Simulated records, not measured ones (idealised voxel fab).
The process module presented herein is designated voxel lift off.
This is section cut - it's 280 nm across, gridded in 5 nm square cells.
Format of a cross-section: grid, square cells. Given as bands. Order: top down. Band: one or more rows of cells.
The entry gives the band's vertical extent as a top height and a bottom height in nm, then its horizontal make-up as materials from left to right, each with a width in nm. "air" stands for empty space; a single material marked "throughout" fills the band edge to edge.
Height datum 0, below which the as-received substrate wafer is one material. Lowest band open at the bottom, running downward: "top 0, no bottom".
The notation "30..40" denotes a width that varies across the rows of cells in the band, beginning at the first number in the top row, finishing at the second number in the bottom row, and changing by an identical amount from each row to the next.
You'll sometimes find "no change occurred" written for a step, and that's the way of saying that nowhere in the cross-section did a cell change during that step.
"Non-vented voids" lists enclosed empty spaces (at least 8 cells, no open path upward to the top), each as width x height at distance from the left edge, in nm.
Anything after a step's settings on that line? It's the simulator's own note about the step.
overlay nm: where the mask lay relative to plan, measured to the right, on steps with a mask; negatives go left.

### Process steps foreseen in the plan
1,RECEIVE, material Si
2,CONFORMAL_DEP, material SiN, thk nm 10
3,PATTERN, tone open, mask id LINES, material resist, width nm 30, pitch nm 45, thk nm 20, overlay nm 0
4,DIRECTIONAL_DEP, material Ru, thk nm 10
5,STRIP, etch materials resist
6,CONFORMAL_DEP, material SiO2, thk nm 10

### Cross-sectional view of the wafer in its as-received condition, corresponding to the state after step 1
* top 0, no bottom | Si throughout
* Non-vented voids: none

### The module was run from the start shown above using the plan shown above, but one mistake was made doing it; the resulting wafer cross-section is below
* top 30, bottom 20 | SiO2 65 nm  air 10 nm  SiO2 35 nm  air 10 nm  SiO2 35 nm  air 10 nm  SiO2 35 nm  air 10 nm  SiO2 70 nm
* top 20, bottom 10 | Ru 55 nm  SiO2 30 nm  Ru 15 nm  SiO2 30 nm  Ru 15 nm  SiO2 30 nm  Ru 15 nm  SiO2 30 nm  Ru 60 nm
* top 10, bottom 0 | SiN throughout
* top 0, no bottom | Si throughout
* Non-vented voids: none
Heads up, the wafer didn't run the way we planned it: so step 3 ended up running with a different setting than we planned, it ran as PATTERN, tone cover, mask id LINES, material resist, width nm 30, pitch nm 45, thk nm 20, overlay nm 0
